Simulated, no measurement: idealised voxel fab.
This section sets out a process module, namely voxel spacer lines.
Square cells of 5 nm make up the cross-section cut, whose width is 275 nm.
Think of the cross-section as a grid of square cells. We describe it in bands, top to bottom, and each band covers one or more rows of those cells. For a band, the entry starts with two heights in nm, that of the top and then that of the bottom, and carries on with the band's materials in order from left to right, each alongside its width in nm; the word "all across" beside a single material means it fills the band edge to edge, and "blank" means empty space. The reference from which all heights are counted is 0, the level beneath which the as-received wafer is entirely one material; the lowest band, having no lower bound, proceeds downward and is written after the example "0 nm and below". When a width is written as two numbers, as in "30 to 40", the first number is the width in the top row of cells of the band and the second is the width in its bottom row, and the width changes by the same amount from each row to the next. No cell of the cross-section changed in a step that is given as "no change occurred". The label "Sealed internal cavities" introduces a list of the empty spaces, 8 cells or larger, that have no open way up to the top; each entry in it reads width x height at distance, where the distance is taken from the left edge and all three are stated in nm. after a step's settings: what the simulator itself notes on the step. overlay nm, on a step with a mask: how far to the right of its planned place the mask lay; to the left if negative.
[These are the steps we planned for the process]
1,op RECEIVE | material Si
2,op CONFORMAL_DEP | material Al2O3 | thk nm 5
3,op DIRECTIONAL_DEP | material SiN | thk nm 15
4,op DIRECTIONAL_DEP | material polySi | thk nm 20
5,op PATTERN | tone cover | mask id MANDREL | material resist | width nm 25 | pitch nm 70 | thk nm 25 | overlay nm 0
6,op DIRECTIONAL_ETCH | etch materials polySi | depth nm 20
7,op STRIP | etch materials resist
8,op CONFORMAL_DEP | material SiO2 | thk nm 10
9,op DIRECTIONAL_ETCH | etch materials SiO2 | depth nm 10
10,op STRIP | etch materials polySi
11,op DIRECTIONAL_ETCH | etch materials SiN | depth nm 15
12,op STRIP | etch materials SiO2
[Account of the first of two wafers, which was processed as intended]
[Wafer as received: cross-section following step 1]
- 0 nm and below: Si all across
- Sealed internal cavities: none
[Cross-section of the wafer subsequent to step 2]
- 5 nm to 0 nm: Al2O3 all across
- Unchanged below 0.
[Cross-section of the wafer subsequent to step 3]
- 20 nm to 5 nm: SiN all across
- Unchanged below 5.
[Cross-section of the wafer subsequent to step 4]
- 40 nm to 20 nm: polySi all across
- Unchanged below 20.
[Cross-section of the wafer subsequent to step 5]
- 65 nm to 40 nm: blank 55 nm  resist 25 nm  blank 45 nm  resist 25 nm  blank 45 nm  resist 25 nm  blank 55 nm
- Unchanged below 40.
[Cross-section of the wafer subsequent to step 6]
- 65 nm to 40 nm: blank 55 nm  resist 25 nm  blank 45 nm  resist 25 nm  blank 45 nm  resist 25 nm  blank 55 nm
- 40 nm to 20 nm: blank 55 nm  polySi 25 nm  blank 45 nm  polySi 25 nm  blank 45 nm  polySi 25 nm  blank 55 nm
- Unchanged below 20.
[Cross-section of the wafer subsequent to step 7]
- 40 nm to 20 nm: blank 55 nm  polySi 25 nm  blank 45 nm  polySi 25 nm  blank 45 nm  polySi 25 nm  blank 55 nm
- Unchanged below 20.
[Cross-section of the wafer subsequent to step 8]
- 50 nm to 40 nm: blank 45 nm  SiO2 45 nm  blank 25 nm  SiO2 45 nm  blank 25 nm  SiO2 45 nm  blank 45 nm
- 40 nm to 30 nm: blank 45 nm  SiO2 10 nm  polySi 25 nm  SiO2 10 nm  blank 25 nm  SiO2 10 nm  polySi 25 nm  SiO2 10 nm  blank 25 nm  SiO2 10 nm  polySi 25 nm  SiO2 10 nm  blank 45 nm
- 30 nm to 20 nm: SiO2 55 nm  polySi 25 nm  SiO2 45 nm  polySi 25 nm  SiO2 45 nm  polySi 25 nm  SiO2 55 nm
- Unchanged below 20.
[Cross-section of the wafer subsequent to step 9]
- 40 nm to 20 nm: blank 45 nm  SiO2 10 nm  polySi 25 nm  SiO2 10 nm  blank 25 nm  SiO2 10 nm  polySi 25 nm  SiO2 10 nm  blank 25 nm  SiO2 10 nm  polySi 25 nm  SiO2 10 nm  blank 45 nm
- Unchanged below 20.
[Cross-section of the wafer subsequent to step 10]
- 40 nm to 20 nm: blank 45 nm  SiO2 10 nm  blank 25 nm  SiO2 10 nm  blank 25 nm  SiO2 10 nm  blank 25 nm  SiO2 10 nm  blank 25 nm  SiO2 10 nm  blank 25 nm  SiO2 10 nm  blank 45 nm
- Unchanged below 20.
[Cross-section of the wafer subsequent to step 11]
- 40 nm to 20 nm: blank 45 nm  SiO2 10 nm  blank 25 nm  SiO2 10 nm  blank 25 nm  SiO2 10 nm  blank 25 nm  SiO2 10 nm  blank 25 nm  SiO2 10 nm  blank 25 nm  SiO2 10 nm  blank 45 nm
- 20 nm to 5 nm: blank 45 nm  SiN 10 nm  blank 25 nm  SiN 10 nm  blank 25 nm  SiN 10 nm  blank 25 nm  SiN 10 nm  blank 25 nm  SiN 10 nm  blank 25 nm  SiN 10 nm  blank 45 nm
- Unchanged below 5.
[Cross-section of the wafer subsequent to step 12]
- 20 nm to 5 nm: blank 45 nm  SiN 10 nm  blank 25 nm  SiN 10 nm  blank 25 nm  SiN 10 nm  blank 25 nm  SiN 10 nm  blank 25 nm  SiN 10 nm  blank 25 nm  SiN 10 nm  blank 45 nm
- Unchanged below 5.
[Companion wafer, the second of two: same beginning, same intended sequence, one mistake in carrying it out; through step 2 inclusive it tracks the first exactly]
[Cross-sectional view of the second wafer at the intended end time of process step 3]
- 10 nm to 5 nm: SiN all across
- Unchanged below 5.
[Cross-sectional view of the second wafer at the intended end time of process step 4]
- 30 nm to 10 nm: polySi all across
- Unchanged below 10.
[Cross-sectional view of the second wafer at the intended end time of process step 5]
- 55 nm to 30 nm: blank 55 nm  resist 25 nm  blank 45 nm  resist 25 nm  blank 45 nm  resist 25 nm  blank 55 nm
- Unchanged below 30.
[Cross-sectional view of the second wafer at the intended end time of process step 6]
- 55 nm to 30 nm: blank 55 nm  resist 25 nm  blank 45 nm  resist 25 nm  blank 45 nm  resist 25 nm  blank 55 nm
- 30 nm to 10 nm: blank 55 nm  polySi 25 nm  blank 45 nm  polySi 25 nm  blank 45 nm  polySi 25 nm  blank 55 nm
- Unchanged below 10.
[Cross-sectional view of the second wafer at the intended end time of process step 7]
- 30 nm to 10 nm: blank 55 nm  polySi 25 nm  blank 45 nm  polySi 25 nm  blank 45 nm  polySi 25 nm  blank 55 nm
- Unchanged below 10.
[Cross-sectional view of the second wafer at the intended end time of process step 8]
- 40 nm to 30 nm: blank 45 nm  SiO2 45 nm  blank 25 nm  SiO2 45 nm  blank 25 nm  SiO2 45 nm  blank 45 nm
- 30 nm to 20 nm: blank 45 nm  SiO2 10 nm  polySi 25 nm  SiO2 10 nm  blank 25 nm  SiO2 10 nm  polySi 25 nm  SiO2 10 nm  blank 25 nm  SiO2 10 nm  polySi 25 nm  SiO2 10 nm  blank 45 nm
- 20 nm to 10 nm: SiO2 55 nm  polySi 25 nm  SiO2 45 nm  polySi 25 nm  SiO2 45 nm  polySi 25 nm  SiO2 55 nm
- Unchanged below 10.
[Cross-sectional view of the second wafer at the intended end time of process step 9]
- 30 nm to 10 nm: blank 45 nm  SiO2 10 nm  polySi 25 nm  SiO2 10 nm  blank 25 nm  SiO2 10 nm  polySi 25 nm  SiO2 10 nm  blank 25 nm  SiO2 10 nm  polySi 25 nm  SiO2 10 nm  blank 45 nm
- Unchanged below 10.
[Cross-sectional view of the second wafer at the intended end time of process step 10]
- 30 nm to 10 nm: blank 45 nm  SiO2 10 nm  blank 25 nm  SiO2 10 nm  blank 25 nm  SiO2 10 nm  blank 25 nm  SiO2 10 nm  blank 25 nm  SiO2 10 nm  blank 25 nm  SiO2 10 nm  blank 45 nm
- Unchanged below 10.
[Cross-sectional view of the second wafer at the intended end time of process step 11]
- 30 nm to 10 nm: blank 45 nm  SiO2 10 nm  blank 25 nm  SiO2 10 nm  blank 25 nm  SiO2 10 nm  blank 25 nm  SiO2 10 nm  blank 25 nm  SiO2 10 nm  blank 25 nm  SiO2 10 nm  blank 45 nm
- 10 nm to 5 nm: blank 45 nm  SiN 10 nm  blank 25 nm  SiN 10 nm  blank 25 nm  SiN 10 nm  blank 25 nm  SiN 10 nm  blank 25 nm  SiN 10 nm  blank 25 nm  SiN 10 nm  blank 45 nm
- Unchanged below 5.
[Cross-sectional view of the second wafer at the intended end time of process step 12]
- 10 nm to 5 nm: blank 45 nm  SiN 10 nm  blank 25 nm  SiN 10 nm  blank 25 nm  SiN 10 nm  blank 25 nm  SiN 10 nm  blank 25 nm  SiN 10 nm  blank 25 nm  SiN 10 nm  blank 45 nm
- Unchanged below 5.
What was done differently from what was planned? step 3 did not happen as planned, as run it was op DIRECTIONAL_DEP | material SiN | thk nm 5
Wafer comparison, final, in cells, second relative to first, materials more or fewer: 24 fewer of SiN
